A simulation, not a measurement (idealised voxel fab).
The document below concerns the process module designated voxel double patterning.
Pictured: cross-section cut, 165 nm wide, on a grid of 5 nm square cells.
In what follows, cross-sections appear as grids of square cells, described through bands that run from the top down, where every band is one or more rows of cells. Within each band entry, the heights of the top and of the bottom of the band appear first, in that order and in nm; the materials of the band then follow from left to right, each with its corresponding width in nm. The designation "all across" on a single material indicates that it fills the band from edge to edge; the designation "air" indicates empty space. Height datum 0, below which the as-received substrate wafer is one material. Lowest band open at the bottom, running downward: "0..down". So if you see something like "30 to 40" for the width, read it as the top row of the band sitting at the first number and the bottom row at the second, with every row in between moving by the same amount as the last. The cross-section has no changed cell in any step marked "stayed the same". Listed in "Completely sealed voids": every empty space of 8 or more cells without an open way to the top. Form: width x height at distance, the distance being from the left edge, all in nm. If you see something after the settings on a step's line, that's the simulator's own remark about that step. On any step carrying a mask, the "overlay nm" setting, if present on the step's line, tells how far right of its planned place the mask lay; negative values point to the left.

## The process steps that were planned are listed below
1,RECEIVE, material Si
2,CONFORMAL_DEP, material SiO2, thk nm 5
3,DIRECTIONAL_DEP, material TiN, thk nm 10
4,DIRECTIONAL_DEP, material SiCN, thk nm 5
5,MASKED_ETCH, tone open, mask id FIRST, width nm 15, pitch nm 50, etch materials SiCN, depth nm 5, overlay nm 0
6,MASKED_ETCH, tone open, mask id SECOND, width nm 15, pitch nm 50, etch materials SiCN, depth nm 5, overlay nm 0
7,DIRECTIONAL_ETCH, etch materials TiN, depth nm 10
8,STRIP, etch materials SiCN
Split variable: width nm, step 5. Plan value = first wafer. Wafers start alike.

## Cross-section of the first of several wafers on receipt, reflecting completion of step 1
* 0..down = Si all across
* Completely sealed voids: none

## Quick look at the cross-section of the first of several wafers after step 8, which wraps up the module
* 15..5 = 25 of TiN, 15 of air, 10 of TiN, 15 of air, 10 of TiN, 15 of air, 10 of TiN, 15 of air, 10 of TiN, 15 of air, 25 of TiN
* 5..0 = SiO2 all across
* 0..down = Si all across
* Completely sealed voids: none

## A cross-section through the last wafer at the close of the module
* 15..5 = 20 of TiN, 45 of air, 5 of TiN, 45 of air, 5 of TiN, 30 of air, 15 of TiN
* 5..0 = SiO2 all across
* 0..down = Si all across
* Completely sealed voids: none

## End of module, by wafer: material-by-material cell gain (+) or loss (-) since receipt, then closed voids
width nm 15 | +33 SiO2 | +36 TiN | Completely sealed voids: none
width nm 20 | +33 SiO2 | +30 TiN | Completely sealed voids: none
width nm 25 | +33 SiO2 | +24 TiN | Completely sealed voids: none
width nm 30 | +33 SiO2 | +18 TiN | Completely sealed voids: none
